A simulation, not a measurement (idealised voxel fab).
process module | voxel capacitor over wiring
cross-section cut | 230 nm wide | cells 5 nm
A cross-section is a grid of square cells, given in bands from the top down. A band is one or more rows of cells.
Each band's line starts with the height of the band's top and of its bottom, in nm. Then come its materials from left to right, each with its width in nm. One material with "throughout" fills the band from edge to edge. "air" is empty space.
Height 0 is the level under which the wafer as received is all one material. The lowest band goes on downwards, as in "0 down".
A width such as "30 to 40" changes by the same amount from each row of cells to the next, from the band's top row to its bottom row.
"no change" after a step means that no cell of the cross-section changed.
closed voids: empty space of 8 cells or more with no open way to the top, each as width x height at its distance from the left edge, in nm
after a step's settings: what the simulator itself notes on the step
overlay nm, on a step with a mask: how far to the right of its planned place the mask lay; to the left if negative
plan
1 op RECEIVE | material Si
2 op CONFORMAL_DEP | material SiO2 | thk nm 15
3 op DIRECTIONAL_DEP | material TiN | thk nm 5
4 op DIRECTIONAL_DEP | material Ru | thk nm 15
5 op MASKED_ETCH | tone cover | mask id METAL_1 | width nm 25 | pitch nm 80 | etch materials Ru | depth nm 15 | overlay nm 0
6 op MASKED_ETCH | tone cover | mask id METAL_1 | width nm 25 | pitch nm 80 | etch materials TiN | depth nm 5 | overlay nm 0
7 op FILL_DEP | material SiO2 | thk nm 5
8 op CMP | height nm 35
9 op CONFORMAL_DEP | material SiCN | thk nm 5
10 op DIRECTIONAL_DEP | material SiO2 | thk nm 20
11 op PATTERN | tone open | mask id PLUG_1 | material resist | width nm 15 | thk nm 20 | overlay nm 0
12 op DIRECTIONAL_ETCH | etch materials SiO2 | depth nm 20
13 op DIRECTIONAL_ETCH | etch materials SiCN | depth nm 5
14 op STRIP | etch materials resist
15 op CONFORMAL_DEP | material TiN | thk nm 5
16 op FILL_DEP | material Cu | thk nm 5
17 op CMP | height nm 60
18 op DIRECTIONAL_DEP | material TiN | thk nm 5
19 op DIRECTIONAL_DEP | material SiN | thk nm 5
20 op DIRECTIONAL_DEP | material TiN | thk nm 10
21 op PATTERN | tone cover | mask id UPPER_PLATE | material resist | width nm 60 | thk nm 20 | overlay nm 0
22 op DIRECTIONAL_ETCH | etch materials TiN | depth nm 10
23 op DIRECTIONAL_ETCH | etch materials SiN | depth nm 5
24 op STRIP | etch materials resist
25 op DIRECTIONAL_DEP | material aC | thk nm 15
26 op PATTERN | tone cover | mask id LOWER_PLATE | material resist | width nm 70 | thk nm 30 | overlay nm 0
27 op DIRECTIONAL_ETCH | etch materials aC | depth nm 15
28 op STRIP | etch materials resist
29 op DIRECTIONAL_ETCH | etch materials TiN | depth nm 5
30 op STRIP | etch materials aC
31 op FILL_DEP | material SiO2 | thk nm 15
32 op CMP | height nm 90
33 op DIRECTIONAL_DEP | material aC | thk nm 10
34 op PATTERN | tone open | mask id PLUG_2 | material resist | width nm 15 | thk nm 30 | overlay nm 0
35 op DIRECTIONAL_ETCH | etch materials aC | depth nm 10
36 op STRIP | etch materials resist
37 op DIRECTIONAL_ETCH | etch materials SiO2 | depth nm 10
38 op STRIP | etch materials aC
39 op CONFORMAL_DEP | material TiN | thk nm 5
40 op FILL_DEP | material Ru | thk nm 5
41 op CMP | height nm 90
42 op CONFORMAL_DEP | material SiCN | thk nm 5
first wafer, as planned
as received, after step 1
  0 down: Si throughout
  closed voids: none
after step 2
  15 to 0: SiO2 throughout
  below 0: unchanged
after step 3
  20 to 15: TiN throughout
  below 15: unchanged
after step 4
  35 to 20: Ru throughout
  below 20: unchanged
after step 5
  35 to 20: air 60 | Ru 25 | air 55 | Ru 25 | air 65
  below 20: unchanged
after step 6
  35 to 20: air 60 | Ru 25 | air 55 | Ru 25 | air 65
  20 to 15: air 60 | TiN 25 | air 55 | TiN 25 | air 65
  below 15: unchanged
after step 7
  40 to 35: SiO2 throughout
  35 to 20: SiO2 60 | Ru 25 | SiO2 55 | Ru 25 | SiO2 65
  20 to 15: SiO2 60 | TiN 25 | SiO2 55 | TiN 25 | SiO2 65
  below 15: unchanged
after step 8
  35 to 20: SiO2 60 | Ru 25 | SiO2 55 | Ru 25 | SiO2 65
  below 20: unchanged
after step 9
  40 to 35: SiCN throughout
  below 35: unchanged
after step 10
  60 to 40: SiO2 throughout
  below 40: unchanged
after step 11
  80 to 60: resist 70 | air 15 | resist 145
  below 60: unchanged
after step 12
  80 to 60: resist 70 | air 15 | resist 145
  60 to 40: SiO2 70 | air 15 | SiO2 145
  below 40: unchanged
after step 13
  80 to 60: resist 70 | air 15 | resist 145
  60 to 40: SiO2 70 | air 15 | SiO2 145
  40 to 35: SiCN 70 | air 15 | SiCN 145
  below 35: unchanged
after step 14
  60 to 40: SiO2 70 | air 15 | SiO2 145
  below 40: unchanged
after step 15
  65 to 60: TiN 75 | air 5 | TiN 150
  60 to 40: SiO2 70 | TiN 5 | air 5 | TiN 5 | SiO2 145
  40 to 35: SiCN 70 | TiN 15 | SiCN 145
  below 35: unchanged
after step 16
  70 to 65: Cu throughout
  65 to 60: TiN 75 | Cu 5 | TiN 150
  60 to 40: SiO2 70 | TiN 5 | Cu 5 | TiN 5 | SiO2 145
  below 40: unchanged
after step 17
  60 to 40: SiO2 70 | TiN 5 | Cu 5 | TiN 5 | SiO2 145
  below 40: unchanged
after step 18
  65 to 60: TiN throughout
  below 60: unchanged
after step 19
  70 to 65: SiN throughout
  below 65: unchanged
after step 20
  80 to 70: TiN throughout
  below 70: unchanged
after step 21
  100 to 80: air 70 | resist 60 | air 100
  below 80: unchanged
after step 22
  100 to 80: air 70 | resist 60 | air 100
  80 to 70: air 70 | TiN 60 | air 100
  below 70: unchanged
after step 23
  100 to 80: air 70 | resist 60 | air 100
  80 to 70: air 70 | TiN 60 | air 100
  70 to 65: air 70 | SiN 60 | air 100
  below 65: unchanged
after step 24
  80 to 70: air 70 | TiN 60 | air 100
  below 70: unchanged
after step 25
  95 to 80: air 70 | aC 60 | air 100
  80 to 70: aC 70 | TiN 60 | aC 100
  70 to 65: aC 70 | SiN 60 | aC 100
  below 65: unchanged
after step 26
  125 to 95: air 65 | resist 70 | air 95
  95 to 80: air 65 | resist 5 | aC 60 | resist 5 | air 95
  below 80: unchanged
after step 27
  110 to 95: air 65 | resist 70 | air 95
  95 to 80: air 65 | resist 5 | aC 60 | resist 5 | air 95
  80 to 70: air 65 | aC 5 | TiN 60 | aC 5 | air 95
  70 to 65: air 65 | aC 5 | SiN 60 | aC 5 | air 95
  below 65: unchanged
after step 28
  95 to 80: air 70 | aC 60 | air 100
  below 80: unchanged
after step 29
  95 to 80: air 70 | aC 60 | air 100
  80 to 70: air 65 | aC 5 | TiN 60 | aC 5 | air 95
  70 to 65: air 65 | aC 5 | SiN 60 | aC 5 | air 95
  65 to 60: air 65 | TiN 70 | air 95
  below 60: unchanged
after step 30
  80 to 70: air 70 | TiN 60 | air 100
  70 to 65: air 70 | SiN 60 | air 100
  below 65: unchanged
after step 31
  95 to 80: SiO2 throughout
  80 to 70: SiO2 70 | TiN 60 | SiO2 100
  70 to 65: SiO2 70 | SiN 60 | SiO2 100
  65 to 60: SiO2 65 | TiN 70 | SiO2 95
  below 60: unchanged
after step 32
  90 to 80: SiO2 throughout
  below 80: unchanged
after step 33
  100 to 90: aC throughout
  below 90: unchanged
after step 34
  130 to 100: resist 80 | air 15 | resist 135
  below 100: unchanged
after step 35
  120 to 100: resist 80 | air 15 | resist 135
  100 to 90: aC 80 | air 15 | aC 135
  below 90: unchanged
after step 36
  100 to 90: aC 80 | air 15 | aC 135
  below 90: unchanged
after step 37
  100 to 90: aC 80 | air 15 | aC 135
  90 to 80: SiO2 80 | air 15 | SiO2 135
  below 80: unchanged
after step 38
  90 to 80: SiO2 80 | air 15 | SiO2 135
  below 80: unchanged
after step 39
  95 to 90: TiN 85 | air 5 | TiN 140
  90 to 85: SiO2 80 | TiN 5 | air 5 | TiN 5 | SiO2 135
  85 to 80: SiO2 80 | TiN 15 | SiO2 135
  below 80: unchanged
after step 40
  100 to 95: Ru throughout
  95 to 90: TiN 85 | Ru 5 | TiN 140
  90 to 85: SiO2 80 | TiN 5 | Ru 5 | TiN 5 | SiO2 135
  below 85: unchanged
after step 41
  90 to 85: SiO2 80 | TiN 5 | Ru 5 | TiN 5 | SiO2 135
  below 85: unchanged
after step 42
  95 to 90: SiCN throughout
  below 90: unchanged
second wafer: like start, like plan, one mistake. Through step 1 it matches the first wafer
when step 2 should have ended
  30 to 0: SiO2 throughout
  below 0: unchanged
when step 3 should have ended
  35 to 30: TiN throughout
  below 30: unchanged
when step 4 should have ended
  50 to 35: Ru throughout
  below 35: unchanged
when step 5 should have ended
  50 to 35: air 60 | Ru 25 | air 55 | Ru 25 | air 65
  below 35: unchanged
when step 6 should have ended
  50 to 35: air 60 | Ru 25 | air 55 | Ru 25 | air 65
  35 to 30: air 60 | TiN 25 | air 55 | TiN 25 | air 65
  below 30: unchanged
when step 7 should have ended
  55 to 50: SiO2 throughout
  50 to 35: SiO2 60 | Ru 25 | SiO2 55 | Ru 25 | SiO2 65
  35 to 30: SiO2 60 | TiN 25 | SiO2 55 | TiN 25 | SiO2 65
  below 30: unchanged
when step 8 should have ended
  35 to 30: SiO2 60 | TiN 25 | SiO2 55 | TiN 25 | SiO2 65
  below 30: unchanged
when step 9 should have ended
  40 to 35: SiCN throughout
  below 35: unchanged
when step 10 should have ended
  60 to 40: SiO2 throughout
  below 40: unchanged
when step 11 should have ended
  80 to 60: resist 70 | air 15 | resist 145
  below 60: unchanged
when step 12 should have ended
  80 to 60: resist 70 | air 15 | resist 145
  60 to 40: SiO2 70 | air 15 | SiO2 145
  below 40: unchanged
when step 13 should have ended
  80 to 60: resist 70 | air 15 | resist 145
  60 to 40: SiO2 70 | air 15 | SiO2 145
  40 to 35: SiCN 70 | air 15 | SiCN 145
  below 35: unchanged
when step 14 should have ended
  60 to 40: SiO2 70 | air 15 | SiO2 145
  below 40: unchanged
when step 15 should have ended
  65 to 60: TiN 75 | air 5 | TiN 150
  60 to 40: SiO2 70 | TiN 5 | air 5 | TiN 5 | SiO2 145
  40 to 35: SiCN 70 | TiN 15 | SiCN 145
  below 35: unchanged
when step 16 should have ended
  70 to 65: Cu throughout
  65 to 60: TiN 75 | Cu 5 | TiN 150
  60 to 40: SiO2 70 | TiN 5 | Cu 5 | TiN 5 | SiO2 145
  below 40: unchanged
when step 17 should have ended
  60 to 40: SiO2 70 | TiN 5 | Cu 5 | TiN 5 | SiO2 145
  below 40: unchanged
when step 18 should have ended
  65 to 60: TiN throughout
  below 60: unchanged
when step 19 should have ended
  70 to 65: SiN throughout
  below 65: unchanged
when step 20 should have ended
  80 to 70: TiN throughout
  below 70: unchanged
when step 21 should have ended
  100 to 80: air 70 | resist 60 | air 100
  below 80: unchanged
when step 22 should have ended
  100 to 80: air 70 | resist 60 | air 100
  80 to 70: air 70 | TiN 60 | air 100
  below 70: unchanged
when step 23 should have ended
  100 to 80: air 70 | resist 60 | air 100
  80 to 70: air 70 | TiN 60 | air 100
  70 to 65: air 70 | SiN 60 | air 100
  below 65: unchanged
when step 24 should have ended
  80 to 70: air 70 | TiN 60 | air 100
  below 70: unchanged
when step 25 should have ended
  95 to 80: air 70 | aC 60 | air 100
  80 to 70: aC 70 | TiN 60 | aC 100
  70 to 65: aC 70 | SiN 60 | aC 100
  below 65: unchanged
when step 26 should have ended
  125 to 95: air 65 | resist 70 | air 95
  95 to 80: air 65 | resist 5 | aC 60 | resist 5 | air 95
  below 80: unchanged
when step 27 should have ended
  110 to 95: air 65 | resist 70 | air 95
  95 to 80: air 65 | resist 5 | aC 60 | resist 5 | air 95
  80 to 70: air 65 | aC 5 | TiN 60 | aC 5 | air 95
  70 to 65: air 65 | aC 5 | SiN 60 | aC 5 | air 95
  below 65: unchanged
when step 28 should have ended
  95 to 80: air 70 | aC 60 | air 100
  below 80: unchanged
when step 29 should have ended
  95 to 80: air 70 | aC 60 | air 100
  80 to 70: air 65 | aC 5 | TiN 60 | aC 5 | air 95
  70 to 65: air 65 | aC 5 | SiN 60 | aC 5 | air 95
  65 to 60: air 65 | TiN 70 | air 95
  below 60: unchanged
when step 30 should have ended
  80 to 70: air 70 | TiN 60 | air 100
  70 to 65: air 70 | SiN 60 | air 100
  below 65: unchanged
when step 31 should have ended
  95 to 80: SiO2 throughout
  80 to 70: SiO2 70 | TiN 60 | SiO2 100
  70 to 65: SiO2 70 | SiN 60 | SiO2 100
  65 to 60: SiO2 65 | TiN 70 | SiO2 95
  below 60: unchanged
when step 32 should have ended
  90 to 80: SiO2 throughout
  below 80: unchanged
when step 33 should have ended
  100 to 90: aC throughout
  below 90: unchanged
when step 34 should have ended
  130 to 100: resist 80 | air 15 | resist 135
  below 100: unchanged
when step 35 should have ended
  120 to 100: resist 80 | air 15 | resist 135
  100 to 90: aC 80 | air 15 | aC 135
  below 90: unchanged
when step 36 should have ended
  100 to 90: aC 80 | air 15 | aC 135
  below 90: unchanged
when step 37 should have ended
  100 to 90: aC 80 | air 15 | aC 135
  90 to 80: SiO2 80 | air 15 | SiO2 135
  below 80: unchanged
when step 38 should have ended
  90 to 80: SiO2 80 | air 15 | SiO2 135
  below 80: unchanged
when step 39 should have ended
  95 to 90: TiN 85 | air 5 | TiN 140
  90 to 85: SiO2 80 | TiN 5 | air 5 | TiN 5 | SiO2 135
  85 to 80: SiO2 80 | TiN 15 | SiO2 135
  below 80: unchanged
when step 40 should have ended
  100 to 95: Ru throughout
  95 to 90: TiN 85 | Ru 5 | TiN 140
  90 to 85: SiO2 80 | TiN 5 | Ru 5 | TiN 5 | SiO2 135
  below 85: unchanged
when step 41 should have ended
  90 to 85: SiO2 80 | TiN 5 | Ru 5 | TiN 5 | SiO2 135
  below 85: unchanged
when step 42 should have ended
  95 to 90: SiCN throughout
  below 90: unchanged
what went wrong: step 2 was run twice
at the end the second wafer has, in cells: 30 fewer of Ru | 30 more of SiO2
